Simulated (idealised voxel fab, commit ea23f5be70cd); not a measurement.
This is a process module. Its name is voxel ribs on slabs.
Section cut is 265 nm wide and gridded with 5 nm square cells.
If you're reading a cross-section in this doc, picture square cells in a grid; it comes to you as bands, top ones listed first down to the bottom, and a band can be one or more rows of cells. A band entry consists of two parts. The first gives the height of the band's top and the height of its bottom, in nm. The rest lists the band's materials from left to right, each with its width in nm. A single material labelled with the word "all across" fills the band from edge to edge, and the word "blank" marks empty space. Counting heights begins at 0, where everything beneath is, in the wafer as received, one material. The lowest band has no bottom; it goes on downwards, as "0 and below" shows. Quick explanation for "30->40": the width changes in equal steps down the rows of cells, from the first number in the band's top row to the second number in its bottom row. Take "nothing altered" at face value: in the step it is given for, the cross-section changed in none of its cells. Entry "Closed empty spaces". Content: empty spaces with no open connection to the top, size 8 cells or greater. Each: width x height at distance. Distance: from left edge. Unit: nm. Post-settings text on a step line: simulator's own remark regarding the step. overlay nm, on a step with a mask: how far to the right of its planned place the mask lay; to the left if negative.

-- So here's the lineup of process steps we planned
1) RECEIVE,material Si
2) DIRECTIONAL_DEP,material SiO2,thk nm 30
3) DIRECTIONAL_DEP,material polySi,thk nm 20
4) PATTERN,tone cover,mask id RIB,material resist,width nm 25,thk nm 20,overlay nm 0
5) DIRECTIONAL_ETCH,etch materials polySi,depth nm 10
6) STRIP,etch materials resist
7) MASKED_ETCH,tone cover,mask id SLAB,width nm 65,etch materials polySi,depth nm 10,overlay nm 0
8) FILL_DEP,material SiO2,thk nm 15
9) CMP,height nm 60
10) DIRECTIONAL_DEP,material W,thk nm 5
11) MASKED_ETCH,tone cover,mask id HEATER,width nm 35,etch materials W,depth nm 5,overlay nm 0
12) CONFORMAL_DEP,material SiN,thk nm 10

-- Received-state cross-section, reflecting completion of step 1
> 0 and below: Si all across
> Closed empty spaces: none

-- As-planned run: cross-section of the first of two wafers at end of module
> 75 down to 70: blank: 105, then SiN: 55, then blank: 105
> 70 down to 65: SiN all across
> 65 down to 60: SiN: 115, then W: 35, then SiN: 115
> 60 down to 50: SiO2 all across
> 50 down to 40: SiO2: 120, then polySi: 25, then SiO2: 120
> 40 down to 30: SiO2: 100, then polySi: 65, then SiO2: 100
> 30 down to 0: SiO2 all across
> 0 and below: Si all across
> Closed empty spaces: none

-- So this is wafer number two of the two, cut at the end of the module - it started where the first did and had the same plan, we just got one thing wrong running it
> 75 down to 70: blank: 105, then SiN: 55, then blank: 105
> 70 down to 65: SiN all across
> 65 down to 60: SiN: 115, then W: 35, then SiN: 115
> 60 down to 50: SiN all across
> 50 down to 40: SiN: 120, then polySi: 25, then SiN: 120
> 40 down to 30: SiN: 100, then polySi: 65, then SiN: 100
> 30 down to 0: SiO2 all across
> 0 and below: Si all across
> Closed empty spaces: none
Against the plan, the run slipped here: step 8 off recipe, ran as FILL_DEP,material SiN,thk nm 15
It is noted that, at the conclusion of processing, the second wafer exhibits a higher or lower cell count for certain materials relative to the first: SiN +282 | SiO2 -282
